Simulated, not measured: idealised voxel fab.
The following is a process module called voxel gate over fins.
The cross-section on display is named cut; it measures 210 nm wide, and its cells are 5 nm squares.
For the purposes of this document, a cross-section shall be understood as a grid of square cells, specified as bands listed in top-to-bottom order, each band consisting of one or more rows of cells.
Look at the band entry: it leads with the top's height and the bottom's height in nm. Then it lists the materials left to right, with a width in nm for each. The word "full width" on a single material says that material fills the band edge to edge. The word "air" is empty space.
Zero point of the height axis is 0; under it, received wafer = one material. Lowest band: continues down indefinitely, "top 0, no bottom".
When a width is written as two numbers, as in "30 to 40", the first number is the width in the top row of cells of the band and the second is the width in its bottom row, and the width changes by the same amount from each row to the next.
"no alterations made", as given for a step, is the statement that not any cell of the cross-section underwent a change during that step.
"Enclosed internal voids" enumerates empty spaces isolated from the top, with no open way to it, that contain at least 8 cells, giving each as width x height at distance from the left edge, all three in nm.
Read whatever lies past the settings on a step's line as the simulator's own remark about the step.
Steps that use a mask can have "overlay nm" on their line. It says how far the mask sat to the right of where it was meant to be. Negative means to the left.

The process steps that were planned are listed below:
1) RECEIVE: material Si
2) CONFORMAL_DEP: material SiN, thk nm 5
3) DIRECTIONAL_DEP: material aC, thk nm 10
4) PATTERN: tone cover, mask id FINS, material resist, width nm 15, pitch nm 40, thk nm 30, overlay nm 0
5) DIRECTIONAL_ETCH: etch materials aC, depth nm 10
6) STRIP: etch materials resist
7) DIRECTIONAL_ETCH: etch materials SiN, depth nm 5
8) DIRECTIONAL_ETCH: etch materials Si, depth nm 40
9) STRIP: etch materials aC
10) OXIDIZE: depth nm 5
11) FILL_DEP: material SiO2, thk nm 10
12) CMP: height nm 5
13) SELECTIVE_ETCH: etch materials SiO2, depth nm 20
14) STRIP: etch materials SiN
15) CONFORMAL_DEP: material HfO2, thk nm 5
16) CONFORMAL_DEP: material TiN, thk nm 5
17) CONFORMAL_DEP: material TiAl, thk nm 5
18) CONFORMAL_DEP: material TiN, thk nm 5
19) FILL_DEP: material W, thk nm 10
20) CMP: height nm 25
21) CONFORMAL_DEP: material SiN, thk nm 10

Step 1 complete: cross-section of the wafer as received:
  top 0, no bottom  Si full width
  Enclosed internal voids: none

End-of-module cross-section of the first of two wafers, processed as planned:
  top 35, bottom 25  SiN full width
  top 25, bottom 20  W full width
  top 20, bottom 15  60 of W, 85 of TiN, 65 of W
  top 15, bottom 10  60 of W, 5 of TiN, 35 of TiAl, 5 of TiN, 35 of TiAl, 5 of TiN, 65 of W
  top 10, bottom 5  60 of W, 5 of TiN, 5 of TiAl, 25 of TiN, 5 of TiAl, 5 of TiN, 5 of TiAl, 25 of TiN, 5 of TiAl, 5 of TiN, 65 of W
  top 5, bottom 0  65 of TiN, 5 of TiAl, 5 of TiN, 15 of HfO2, 5 of TiN, 5 of TiAl, 5 of TiN, 5 of TiAl, 5 of TiN, 15 of HfO2, 5 of TiN, 5 of TiAl, 70 of TiN
  top 0, bottom -5  70 of TiAl, 5 of TiN, 5 of HfO2, 5 of Si, 5 of HfO2, 5 of TiN, 15 of TiAl, 5 of TiN, 5 of HfO2, 5 of Si, 5 of HfO2, 5 of TiN, 75 of TiAl
  top -5, bottom -10  75 of TiN, 5 of HfO2, 5 of Si, 5 of HfO2, 25 of TiN, 5 of HfO2, 5 of Si, 5 of HfO2, 80 of TiN
  top -10, bottom -15  80 of HfO2, 5 of Si, 35 of HfO2, 5 of Si, 85 of HfO2
  top -15, bottom -45  80 of SiO2, 5 of Si, 35 of SiO2, 5 of Si, 85 of SiO2
  top -45, no bottom  Si full width
  Enclosed internal voids: none

Here's the second of our two wafers sectioned at module end. Same start as the first, same plan, but one mistake got made running it:
  top 35, bottom 25  SiN full width
  top 25, bottom 20  aC full width
  top 20, bottom 15  60 of aC, 85 of TiN, 65 of aC
  top 15, bottom 10  60 of aC, 5 of TiN, 35 of TiAl, 5 of TiN, 35 of TiAl, 5 of TiN, 65 of aC
  top 10, bottom 5  60 of aC, 5 of TiN, 5 of TiAl, 25 of TiN, 5 of TiAl, 5 of TiN, 5 of TiAl, 25 of TiN, 5 of TiAl, 5 of TiN, 65 of aC
  top 5, bottom 0  65 of TiN, 5 of TiAl, 5 of TiN, 15 of HfO2, 5 of TiN, 5 of TiAl, 5 of TiN, 5 of TiAl, 5 of TiN, 15 of HfO2, 5 of TiN, 5 of TiAl, 70 of TiN
  top 0, bottom -5  70 of TiAl, 5 of TiN, 5 of HfO2, 5 of Si, 5 of HfO2, 5 of TiN, 15 of TiAl, 5 of TiN, 5 of HfO2, 5 of Si, 5 of HfO2, 5 of TiN, 75 of TiAl
  top -5, bottom -10  75 of TiN, 5 of HfO2, 5 of Si, 5 of HfO2, 25 of TiN, 5 of HfO2, 5 of Si, 5 of HfO2, 80 of TiN
  top -10, bottom -15  80 of HfO2, 5 of Si, 35 of HfO2, 5 of Si, 85 of HfO2
  top -15, bottom -45  80 of SiO2, 5 of Si, 35 of SiO2, 5 of Si, 85 of SiO2
  top -45, no bottom  Si full width
  Enclosed internal voids: none
Run error: in deviation from the planned setting, step 19 was conducted as FILL_DEP: material aC, thk nm 10
Materials where the second wafer ends with more or fewer cells than the first: W -117, aC +117
